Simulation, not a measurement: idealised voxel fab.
process module | voxel spacer lines
The width of the displayed cross-section, cut, is 175 nm; its cells are square, with a size of 5 nm.
If you're reading a cross-section in this doc, picture square cells in a grid; it comes to you as bands, top ones listed first down to the bottom, and a band can be one or more rows of cells. This entry defines a band. It first specifies the height of the band's top and the height of its bottom in nm, and then specifies the band's materials from left to right, stating each material with its width in nm. The word "all across" identifies a single material that fills the band from edge to edge, while the word "air" identifies empty space. Beneath 0, the wafer as received is one material, and that level is where height counting begins. The lowest band goes on downward without a bottom; it is written like "0 nm and below". Width spec "30->40" -> top row of cells at first value, bottom row at second value, equal per-row change in between. Given "nothing different" for a step, no cell of the cross-section differs between before and after that step. "Enclosed cavities" specifies each empty space that is not open to the top and that occupies no fewer than 8 cells, using the form width x height at distance, the distance measured from the left edge and all three quantities in nm. Step line, after settings: the simulator's comment on this step. overlay nm: right-of-plan distance of the mask on a masked step; negative values mean left-of-plan.
[So here's the lineup of process steps we planned]
step 1: RECEIVE | material Si
step 2: CONFORMAL_DEP | material Al2O3 | thk nm 10
step 3: DIRECTIONAL_DEP | material polySi | thk nm 20
step 4: DIRECTIONAL_DEP | material aC | thk nm 30
step 5: PATTERN | tone cover | mask id MANDREL | material resist | width nm 20 | pitch nm 60 | thk nm 40 | overlay nm 0
step 6: DIRECTIONAL_ETCH | etch materials aC | depth nm 30
step 7: STRIP | etch materials resist
step 8: CONFORMAL_DEP | material SiN | thk nm 10
step 9: DIRECTIONAL_ETCH | etch materials SiN | depth nm 10
step 10: STRIP | etch materials aC
step 11: DIRECTIONAL_ETCH | etch materials polySi | depth nm 20
step 12: STRIP | etch materials SiN
step 13: FILL_DEP | material SiO2 | thk nm 5
step 14: CMP | height nm 30
[So this is the incoming wafer in cross-section - it's already been through step 1]
* 0 nm and below | Si all across
* Enclosed cavities: none
[Here's the cross-section of the first of our two wafers at the end of the module - it ran as planned]
* 30 nm to 10 nm | SiO2=35, then polySi=10, then SiO2=20, then polySi=10, then SiO2=20, then polySi=10, then SiO2=20, then polySi=10, then SiO2=40
* 10 nm to 0 nm | Al2O3 all across
* 0 nm and below | Si all across
* Enclosed cavities: none
[This cross-section belongs to the second wafer of two at the end of the module; the start and the plan were shared with the first, and the run included one mistake]
* 30 nm to 10 nm | SiO2=35, then polySi=10, then SiO2=20, then polySi=10, then SiO2=20, then polySi=10, then SiO2=20, then polySi=10, then SiO2=40
* 10 nm to 0 nm | SiO2 all across
* 0 nm and below | Si all across
* Enclosed cavities: none
What broke from the plan during processing? step 2 ran with different settings than intended, the actual operation and settings being CONFORMAL_DEP | material SiO2 | thk nm 10
End of process, cell counts, second wafer against first, materials with more or fewer: -70 Al2O3, +70 SiO2
